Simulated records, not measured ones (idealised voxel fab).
The following is a process module called voxel ribs on slabs.
Cross-section cut spans 270 nm and uses square cells 5 nm in size.
Notation: cross-section as square-cell grid; stated in bands, top first, going down; one or more cell rows per band.
The band entry comprises the height of the band's top followed by the height of its bottom, expressed in nm, and subsequently the band's materials from left to right, each stated together with its width in nm. Where a single material is marked with the word "full width", that material fills the band from edge to edge. The word "empty" represents empty space.
Height reference: 0 = level under which incoming wafer is all one material. Lowest band: no bottom, runs on downward, e.g. "0..down".
Width spec "30 to 40" -> top row of cells at first value, bottom row at second value, equal per-row change in between.
"left unchanged" after a step means that no cell of the cross-section changed.
Entry "Sealed cavities" = empty spaces >= 8 cells with no open way to the top; each as width x height at distance, distance from left edge, all nm.
It should be noted that, on the line of a given step, the content following the step's settings is a remark produced by the simulator itself with respect to that step.
Steps that use a mask can have "overlay nm" on their line. It says how far the mask sat to the right of where it was meant to be. Negative means to the left.

This section lists the process steps that were planned:
- 1: RECEIVE (material Si)
- 2: DIRECTIONAL_DEP (material SiO2; thk nm 20)
- 3: DIRECTIONAL_DEP (material polySi; thk nm 20)
- 4: DIRECTIONAL_DEP (material aC; thk nm 10)
- 5: PATTERN (tone cover; mask id RIB; material resist; width nm 20; thk nm 30; overlay nm 0)
- 6: DIRECTIONAL_ETCH (etch materials aC; depth nm 10)
- 7: STRIP (etch materials resist)
- 8: DIRECTIONAL_ETCH (etch materials polySi; depth nm 15)
- 9: STRIP (etch materials aC)
- 10: PATTERN (tone cover; mask id SLAB; material resist; width nm 60; thk nm 15; overlay nm 0)
- 11: DIRECTIONAL_ETCH (etch materials polySi; depth nm 5)
- 12: STRIP (etch materials resist)
- 13: FILL_DEP (material SiO2; thk nm 25)
- 14: CMP (height nm 55)
- 15: DIRECTIONAL_DEP (material W; thk nm 5)
- 16: PATTERN (tone cover; mask id HEATER; material resist; width nm 30; thk nm 20; overlay nm 0)
- 17: DIRECTIONAL_ETCH (etch materials W; depth nm 5)
- 18: STRIP (etch materials resist)
- 19: CONFORMAL_DEP (material SiN; thk nm 5)

Run as planned: first of two wafers:

Cross-section of the wafer at receipt, which is the condition after step 1:
    0..down: Si full width
    Sealed cavities: none

You're looking at a cross-section of the wafer after step 2:
    20..0: SiO2 full width
    Below 0, the layers are the same as they were.

You're looking at a cross-section of the wafer after step 3:
    40..20: polySi full width
    Below 20, the layers are the same as they were.

You're looking at a cross-section of the wafer after step 4:
    50..40: aC full width
    Below 40, the layers are the same as they were.

You're looking at a cross-section of the wafer after step 5:
    80..50: 125 nm empty  20 nm resist  125 nm empty
    Below 50, the layers are the same as they were.

You're looking at a cross-section of the wafer after step 6:
    70..50: 125 nm empty  20 nm resist  125 nm empty
    50..40: 125 nm empty  20 nm aC  125 nm empty
    Below 40, the layers are the same as they were.

You're looking at a cross-section of the wafer after step 7:
    50..40: 125 nm empty  20 nm aC  125 nm empty
    Below 40, the layers are the same as they were.

You're looking at a cross-section of the wafer after step 8:
    50..40: 125 nm empty  20 nm aC  125 nm empty
    40..25: 125 nm empty  20 nm polySi  125 nm empty
    Below 25, the layers are the same as they were.

You're looking at a cross-section of the wafer after step 9:
    40..25: 125 nm empty  20 nm polySi  125 nm empty
    Below 25, the layers are the same as they were.

You're looking at a cross-section of the wafer after step 10:
    55..40: 105 nm empty  60 nm resist  105 nm empty
    40..25: 105 nm empty  20 nm resist  20 nm polySi  20 nm resist  105 nm empty
    Below 25, the layers are the same as they were.

You're looking at a cross-section of the wafer after step 11:
    55..40: 105 nm empty  60 nm resist  105 nm empty
    40..25: 105 nm empty  20 nm resist  20 nm polySi  20 nm resist  105 nm empty
    25..20: 105 nm empty  60 nm polySi  105 nm empty
    Below 20, the layers are the same as they were.

You're looking at a cross-section of the wafer after step 12:
    40..25: 125 nm empty  20 nm polySi  125 nm empty
    Below 25, the layers are the same as they were.

You're looking at a cross-section of the wafer after step 13:
    65..40: SiO2 full width
    40..25: 125 nm SiO2  20 nm polySi  125 nm SiO2
    25..20: 105 nm SiO2  60 nm polySi  105 nm SiO2
    Below 20, the layers are the same as they were.

You're looking at a cross-section of the wafer after step 14:
    55..40: SiO2 full width
    Below 40, the layers are the same as they were.

You're looking at a cross-section of the wafer after step 15:
    60..55: W full width
    Below 55, the layers are the same as they were.

You're looking at a cross-section of the wafer after step 16:
    80..60: 120 nm empty  30 nm resist  120 nm empty
    Below 60, the layers are the same as they were.

You're looking at a cross-section of the wafer after step 17:
    80..60: 120 nm empty  30 nm resist  120 nm empty
    60..55: 120 nm empty  30 nm W  120 nm empty
    Below 55, the layers are the same as they were.

You're looking at a cross-section of the wafer after step 18:
    60..55: 120 nm empty  30 nm W  120 nm empty
    Below 55, the layers are the same as they were.

You're looking at a cross-section of the wafer after step 19:
    65..60: 115 nm empty  40 nm SiN  115 nm empty
    60..55: 120 nm SiN  30 nm W  120 nm SiN
    Below 55, the layers are the same as they were.

Second wafer, same starting conditions and recipe as the first, one mistake in executing it, nothing differs from the first up to and including step 18:

Second wafer, section view, time point: scheduled end of step 19: left unchanged
So what did we get wrong on this run? yeah, step 19 of the plan got skipped, never ran
Final cells, second wafer relative to first, materials higher or lower: 56 fewer of SiN
